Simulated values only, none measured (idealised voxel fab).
The following is a process module called voxel released beams.
In the cross-section labelled cut, the width is 255 nm and each square cell is 5 nm.
We lay out every cross-section as a grid of square cells and spell it out in bands from the top down, where one band means one or more rows of cells.
Look at the band entry: it leads with the top's height and the bottom's height in nm. Then it lists the materials left to right, with a width in nm for each. The word "full width" on a single material says that material fills the band edge to edge. The word "air" is empty space.
Ref level 0: as-received wafer is one material below here. Bottom band extends down with no lower bound ("0 and below").
Width spec "30 to 40" -> top row of cells at first value, bottom row at second value, equal per-row change in between.
For the purposes of this document, the phrase "no modifications" attached to a step denotes that no cell within the cross-section was modified by that step.
Look at "Unvented internal voids" for the closed voids: empty spaces with no open path to the top, sized 8 cells or up. Each is width x height at distance, distance from the left edge, all nm.
Note: text after step settings on the step line = simulator remark on that step.
"overlay nm" denotes, for a step that has a mask, the displacement of the mask to the right of its planned place, with negative values corresponding to the left.

**The planned process steps are enumerated hereunder**
1,RECEIVE,material Si
2,CONFORMAL_DEP,material Al2O3,thk nm 10
3,DIRECTIONAL_DEP,material SiO2,thk nm 10
4,DIRECTIONAL_DEP,material aC,thk nm 15
5,PATTERN,tone open,mask id ANCHOR,material resist,width nm 30,thk nm 35,overlay nm 0
6,DIRECTIONAL_ETCH,etch materials aC,depth nm 15
7,STRIP,etch materials resist
8,DIRECTIONAL_ETCH,etch materials SiO2,depth nm 10
9,STRIP,etch materials aC
10,CONFORMAL_DEP,material SiN,thk nm 10
11,MASKED_ETCH,tone cover,mask id BEAM,width nm 100,etch materials SiN,depth nm 10,overlay nm 0
12,STRIP,etch materials SiO2

**First wafer, two in total, run as planned**

**Incoming wafer, cross-sectional view, post step 1**
    0 and below: Si full width
    Unvented internal voids: none

**Presented here is a cross-section of the wafer after step 2 has been performed**
    10 down to 0: Al2O3 full width
    Below 0, no change.

**Presented here is a cross-section of the wafer after step 3 has been performed**
    20 down to 10: SiO2 full width
    Below 10, no change.

**Presented here is a cross-section of the wafer after step 4 has been performed**
    35 down to 20: aC full width
    Below 20, no change.

**Presented here is a cross-section of the wafer after step 5 has been performed**
    70 down to 35: resist 80  air 30  resist 145
    Below 35, no change.

**Presented here is a cross-section of the wafer after step 6 has been performed**
    55 down to 35: resist 80  air 30  resist 145
    35 down to 20: aC 80  air 30  aC 145
    Below 20, no change.

**Presented here is a cross-section of the wafer after step 7 has been performed**
    35 down to 20: aC 80  air 30  aC 145
    Below 20, no change.

**Presented here is a cross-section of the wafer after step 8 has been performed**
    35 down to 20: aC 80  air 30  aC 145
    20 down to 10: SiO2 80  air 30  SiO2 145
    Below 10, no change.

**Presented here is a cross-section of the wafer after step 9 has been performed**
    20 down to 10: SiO2 80  air 30  SiO2 145
    Below 10, no change.

**Presented here is a cross-section of the wafer after step 10 has been performed**
    30 down to 20: SiN 90  air 10  SiN 155
    20 down to 10: SiO2 80  SiN 30  SiO2 145
    Below 10, no change.

**Presented here is a cross-section of the wafer after step 11 has been performed**
    30 down to 20: air 75  SiN 15  air 10  SiN 75  air 80
    Below 20, no change.

**Presented here is a cross-section of the wafer after step 12 has been performed**
    30 down to 20: air 75  SiN 15  air 10  SiN 75  air 80
    20 down to 10: air 80  SiN 30  air 145
    Below 10, no change.

**Second wafer. Start and plan as for the first. One mistake made in running. Agrees with the first up to and including step 10**

**Planned end of step 11: second wafer, cross-section**
    30 down to 25: air 75  SiN 15  air 10  SiN 75  air 80
    Below 25, no change.

Planned end of step 12: second wafer, cross-section: no modifications
Run error: contrary to plan, step 11 was performed as MASKED_ETCH,tone cover,mask id BEAM,width nm 100,etch materials SiN,depth nm 5,overlay nm 0
Wafer comparison, final, in cells, second relative to first, materials more or fewer: +31 SiN, +90 SiO2
